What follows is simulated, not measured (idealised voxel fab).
The following process module bears the name voxel ribs on slabs.
For reference, the cross-section in this document is cut, with width 175 nm and square cells of 5 nm.
A cross-section is a grid of square cells, given in bands from the top down. A band is one or more rows of cells.
What a band's entry tells you: where the top is and where the bottom is, as heights in nm, and after that what lies inside, material by material from left to right, each with its width in nm. Empty space is written as the word "air", and a single material marked with the word "throughout" occupies the band from edge to edge.
Height is counted from the level 0, under which the received wafer is composed throughout of one material. The lowest of the bands is not closed at the bottom but continues downward, in the notation "0 and below".
Graded width ("30..40"): value in top row of band = first number; value in bottom row = second number; row-to-row change constant.
The cross-section has no changed cell in any step marked "all unchanged".
So "Trapped void list" is basically the list of trapped voids: any empty space of 8 cells or more that can't reach the top through an opening. They're written width x height at distance, the distance being from the left edge, and it's all nm.
Whatever follows a step's settings on its line is a remark the simulator itself makes about that step.
overlay nm: mask right of planned place by this much (step with mask). Neg. = left.
Process steps foreseen in the plan
1: op RECEIVE | material Si
2: op DIRECTIONAL_DEP | material SiO2 | thk nm 30
3: op DIRECTIONAL_DEP | material polySi | thk nm 25
4: op MASKED_ETCH | tone cover | mask id RIB | width nm 25 | etch materials polySi | depth nm 15 | overlay nm 0
5: op MASKED_ETCH | tone cover | mask id SLAB | width nm 65 | etch materials polySi | depth nm 10 | overlay nm 0
6: op FILL_DEP | material SiO2 | thk nm 25
7: op CMP | height nm 70
8: op DIRECTIONAL_DEP | material W | thk nm 5
9: op MASKED_ETCH | tone cover | mask id HEATER | width nm 35 | etch materials W | depth nm 5 | overlay nm 0
10: op CONFORMAL_DEP | material SiN | thk nm 5
Run as planned: first of two wafers
Wafer as received: cross-section following step 1
- 0 and below = Si throughout
- Trapped void list: none
You're looking at a cross-section of the wafer after step 2
- 30 down to 0 = SiO2 throughout
- Under the height 0 nothing was changed.
You're looking at a cross-section of the wafer after step 3
- 55 down to 30 = polySi throughout
- Under the height 30 nothing was changed.
You're looking at a cross-section of the wafer after step 4
- 55 down to 40 = 75 nm air, then 25 nm polySi, then 75 nm air
- Under the height 40 nothing was changed.
You're looking at a cross-section of the wafer after step 5
- 55 down to 40 = 75 nm air, then 25 nm polySi, then 75 nm air
- 40 down to 30 = 55 nm air, then 65 nm polySi, then 55 nm air
- Under the height 30 nothing was changed.
You're looking at a cross-section of the wafer after step 6
- 80 down to 55 = SiO2 throughout
- 55 down to 40 = 75 nm SiO2, then 25 nm polySi, then 75 nm SiO2
- 40 down to 30 = 55 nm SiO2, then 65 nm polySi, then 55 nm SiO2
- Under the height 30 nothing was changed.
You're looking at a cross-section of the wafer after step 7
- 70 down to 55 = SiO2 throughout
- Under the height 55 nothing was changed.
You're looking at a cross-section of the wafer after step 8
- 75 down to 70 = W throughout
- Under the height 70 nothing was changed.
You're looking at a cross-section of the wafer after step 9
- 75 down to 70 = 70 nm air, then 35 nm W, then 70 nm air
- Under the height 70 nothing was changed.
You're looking at a cross-section of the wafer after step 10
- 80 down to 75 = 65 nm air, then 45 nm SiN, then 65 nm air
- 75 down to 70 = 70 nm SiN, then 35 nm W, then 70 nm SiN
- Under the height 70 nothing was changed.
Regarding the second of the two wafers: it shared the first wafer's starting condition and process plan, yet one error occurred during its execution. Its history coincides with that of the first wafer up to and including step 9
Cross-section, second wafer, at the end time the plan gives for step 10: all unchanged
It is concluded that the wafer was processed incorrectly with respect to the plan, in that plan step 10 never ran because it was skipped
Wafer comparison, final, in cells, second relative to first, materials more or fewer: -37 SiN
